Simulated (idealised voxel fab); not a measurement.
The following is a process module called voxel wiring stack.
This is section cut - it's 290 nm across, gridded in 5 nm square cells.
Just so we're on the same page, the cross-sections are grids of square cells, and they're listed out in bands top to bottom, each band one or more rows deep. The band entry comprises the height of the band's top followed by the height of its bottom, expressed in nm, and subsequently the band's materials from left to right, each stated together with its width in nm. Where a single material is marked with the word "edge to edge", that material fills the band from edge to edge. The word "blank" represents empty space. Heights from 0 (as-received wafer is one material below). Bottom band endless downward, as "from 0 down". You'd read "30->40" like this: the band's top row of cells is as wide as the first number, its bottom row is as wide as the second, and going down, every row changes width by the same amount as the row before did. "no modifications" means the step left every cell of the cross-section as it was. The list in "Tabulated closed voids" covers empty spaces of 8 cells or more that cannot reach the top through any open way, and it gives each as width x height at distance; the distance is from the left edge, and width, height and distance are in nm. On each step's line, the part that comes after the settings is the simulator's own comment on the step. The optional step-line setting "overlay nm" applies to steps with a mask and quantifies how far to the right of its planned location the mask lay, a negative value indicating leftward placement.
**Intended process steps**
1 RECEIVE | material Si
2 CONFORMAL_DEP | material SiO2 | thk nm 15
3 DIRECTIONAL_DEP | material TiN | thk nm 5
4 DIRECTIONAL_DEP | material W | thk nm 20
5 DIRECTIONAL_DEP | material aC | thk nm 10
6 PATTERN | tone cover | mask id METAL_1 | material resist | width nm 25 | pitch nm 45 | thk nm 30 | overlay nm 0
7 DIRECTIONAL_ETCH | etch materials aC | depth nm 10
8 STRIP | etch materials resist
9 DIRECTIONAL_ETCH | etch materials W | depth nm 20
10 DIRECTIONAL_ETCH | etch materials TiN | depth nm 5
11 STRIP | etch materials aC
12 CONFORMAL_DEP | material SiN | thk nm 5
13 FILL_DEP | material lowk | thk nm 10
14 CMP | height nm 40
15 CONFORMAL_DEP | material SiCN | thk nm 5
16 DIRECTIONAL_DEP | material SiO2 | thk nm 20
17 DIRECTIONAL_DEP | material aC | thk nm 10
18 PATTERN | tone open | mask id PLUG_1 | material resist | width nm 15 | pitch nm 45 | thk nm 25 | overlay nm 0
19 DIRECTIONAL_ETCH | etch materials aC | depth nm 10
20 STRIP | etch materials resist
21 DIRECTIONAL_ETCH | etch materials SiO2 | depth nm 20
22 DIRECTIONAL_ETCH | etch materials SiCN | depth nm 5
23 STRIP | etch materials aC
24 CONFORMAL_DEP | material TiN | thk nm 5
25 FILL_DEP | material Cu | thk nm 5
26 CMP | height nm 65
27 DIRECTIONAL_DEP | material TiN | thk nm 5
28 DIRECTIONAL_DEP | material W | thk nm 15
29 DIRECTIONAL_DEP | material aC | thk nm 10
30 PATTERN | tone cover | mask id METAL_2 | material resist | width nm 25 | pitch nm 45 | thk nm 30 | overlay nm 0
31 DIRECTIONAL_ETCH | etch materials aC | depth nm 10
32 STRIP | etch materials resist
33 DIRECTIONAL_ETCH | etch materials W | depth nm 15
34 DIRECTIONAL_ETCH | etch materials TiN | depth nm 5
35 STRIP | etch materials aC
36 CONFORMAL_DEP | material SiCN | thk nm 5
37 FILL_DEP | material SiO2 | thk nm 10
38 CMP | height nm 85
39 CONFORMAL_DEP | material SiCN | thk nm 5
40 DIRECTIONAL_DEP | material lowk | thk nm 10
41 MASKED_ETCH | tone open | mask id PLUG_2 | width nm 15 | pitch nm 45 | etch materials lowk | depth nm 10 | overlay nm -15
42 MASKED_ETCH | tone open | mask id PLUG_2 | width nm 15 | pitch nm 45 | etch materials SiCN | depth nm 5 | overlay nm 0
43 CONFORMAL_DEP | material TiN | thk nm 5
44 FILL_DEP | material W | thk nm 10
45 CMP | height nm 100
46 CONFORMAL_DEP | material SiN | thk nm 5
47 DIRECTIONAL_DEP | material SiO2 | thk nm 20
48 PATTERN | tone open | mask id METAL_3 | material resist | width nm 25 | pitch nm 45 | thk nm 20 | overlay nm 0
49 DIRECTIONAL_ETCH | etch materials SiO2 | depth nm 20
50 DIRECTIONAL_ETCH | etch materials SiN | depth nm 5
51 STRIP | etch materials resist
52 CONFORMAL_DEP | material TiN | thk nm 5
53 FILL_DEP | material Ru | thk nm 10
54 CMP | height nm 125
55 CONFORMAL_DEP | material SiN | thk nm 5
Quick note for whoever runs this: the wafers start identical, but the overlay nm at step 41 isn't the same across them. The plan just shows what the first wafer had.
**The first of several wafers in cross-section, exactly as it reached us after step 1**
> from 0 down = Si edge to edge
> Tabulated closed voids: none
**Tabulated below, wafer by wafer, are the end-of-module results: for each material, the number of cells gained (+) or lost (-) relative to the as-received state, followed by the closed voids**
overlay nm -15; +12 Cu; +36 Ru; +168 SiCN; +168 SiN; +653 SiO2; +117 TiN; +108 W; +246 lowk; Tabulated closed voids: none
overlay nm -10; +12 Cu; +36 Ru; +165 SiCN; +168 SiN; +653 SiO2; +120 TiN; +108 W; +246 lowk; Tabulated closed voids: none
overlay nm -5; +12 Cu; +36 Ru; +162 SiCN; +168 SiN; +653 SiO2; +123 TiN; +108 W; +246 lowk; Tabulated closed voids: none
overlay nm 0; +12 Cu; +36 Ru; +159 SiCN; +168 SiN; +653 SiO2; +123 TiN; +111 W; +246 lowk; Tabulated closed voids: none
overlay nm 5; +12 Cu; +36 Ru; +162 SiCN; +168 SiN; +653 SiO2; +123 TiN; +108 W; +246 lowk; Tabulated closed voids: none
overlay nm 10; +12 Cu; +36 Ru; +165 SiCN; +168 SiN; +653 SiO2; +120 TiN; +108 W; +246 lowk; Tabulated closed voids: none
overlay nm 15; +12 Cu; +36 Ru; +168 SiCN; +168 SiN; +653 SiO2; +117 TiN; +108 W; +246 lowk; Tabulated closed voids: none
